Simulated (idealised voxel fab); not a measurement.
This is a process module. Its name is voxel ribs on slabs.
cross-section cut | 290 nm wide | cells 5 nm
Cross-section = grid of square cells, listed top down in bands; band = one or more rows. In this notation a band is specified by the heights of its top and bottom, in that order and in nm, after which its materials appear from left to right, each paired with its width in nm. The word "full width" attached to a single material means that material fills the band from edge to edge; the word "empty" stands for empty space. Height is counted from the level 0, under which the received wafer is composed throughout of one material. The lowest of the bands is not closed at the bottom but continues downward, in the notation "top 0, no bottom". Read "30->40" as a graded width: first number on top, second number at the bottom, same change between each pair of neighbouring rows. "no modification" means the step left every cell of the cross-section as it was. If an empty space has no open way to the top and is at least 8 cells in size, "Fully closed voids" lists it, written width x height at distance, where distance is measured from the left edge and every value is in nm. Post-settings text on a step line: simulator's own remark regarding the step. What "overlay nm" on a step's line means: if the step has a mask, that mask lay this far to the right of its planned place, or, when the value is negative, to the left.

### Process steps - plan
1. RECEIVE [material Si]
2. DIRECTIONAL_DEP [material SiO2] [thk nm 30]
3. DIRECTIONAL_DEP [material SiN] [thk nm 25]
4. MASKED_ETCH [tone cover] [mask id RIB] [width nm 20] [etch materials SiN] [depth nm 10] [overlay nm 0]
5. MASKED_ETCH [tone cover] [mask id SLAB] [width nm 80] [etch materials SiN] [depth nm 15] [overlay nm 0]
6. FILL_DEP [material SiO2] [thk nm 20]
7. CMP [height nm 70]
8. DIRECTIONAL_DEP [material W] [thk nm 5]
9. MASKED_ETCH [tone cover] [mask id HEATER] [width nm 30] [etch materials W] [depth nm 5] [overlay nm 0]
10. CONFORMAL_DEP [material SiO2] [thk nm 5]

### First of two wafers, with the run carried out as planned

### Incoming wafer, cross-sectional view, post step 1
* top 0, no bottom  Si full width
* Fully closed voids: none

### Upon completion of step 2, the wafer appears in cross-section as shown
* top 30, bottom 0  SiO2 full width
* Below a height of 0, the structure has not been altered.

### Upon completion of step 3, the wafer appears in cross-section as shown
* top 55, bottom 30  SiN full width
* Below a height of 30, the structure has not been altered.

### Upon completion of step 4, the wafer appears in cross-section as shown
* top 55, bottom 45  empty 135 / SiN 20 / empty 135
* Below a height of 45, the structure has not been altered.

### Upon completion of step 5, the wafer appears in cross-section as shown
* top 55, bottom 45  empty 135 / SiN 20 / empty 135
* top 45, bottom 30  empty 105 / SiN 80 / empty 105
* Below a height of 30, the structure has not been altered.

### Upon completion of step 6, the wafer appears in cross-section as shown
* top 75, bottom 55  SiO2 full width
* top 55, bottom 45  SiO2 135 / SiN 20 / SiO2 135
* top 45, bottom 30  SiO2 105 / SiN 80 / SiO2 105
* Below a height of 30, the structure has not been altered.

### Upon completion of step 7, the wafer appears in cross-section as shown
* top 70, bottom 55  SiO2 full width
* Below a height of 55, the structure has not been altered.

### Upon completion of step 8, the wafer appears in cross-section as shown
* top 75, bottom 70  W full width
* Below a height of 70, the structure has not been altered.

### Upon completion of step 9, the wafer appears in cross-section as shown
* top 75, bottom 70  empty 130 / W 30 / empty 130
* Below a height of 70, the structure has not been altered.

### Upon completion of step 10, the wafer appears in cross-section as shown
* top 80, bottom 75  empty 125 / SiO2 40 / empty 125
* top 75, bottom 70  SiO2 130 / W 30 / SiO2 130
* Below a height of 70, the structure has not been altered.

### Regarding the second of the two wafers: it shared the first wafer's starting condition and process plan, yet one error occurred during its execution. Its history coincides with that of the first wafer up to and including step 8

### Second wafer, section view, time point: scheduled end of step 9
* top 75, bottom 70  empty 125 / W 40 / empty 125
* Below a height of 70, the structure has not been altered.

### Second wafer, section view, time point: scheduled end of step 10
* top 80, bottom 75  empty 120 / SiO2 50 / empty 120
* top 75, bottom 70  SiO2 125 / W 40 / SiO2 125
* Below a height of 70, the structure has not been altered.
Deviation noted in wafer processing: step 9 off recipe, ran as MASKED_ETCH [tone cover] [mask id HEATER] [width nm 40] [etch materials W] [depth nm 5] [overlay nm 0]
At the finish, the second wafer shows more or fewer cells for some materials than the first does: +2 W
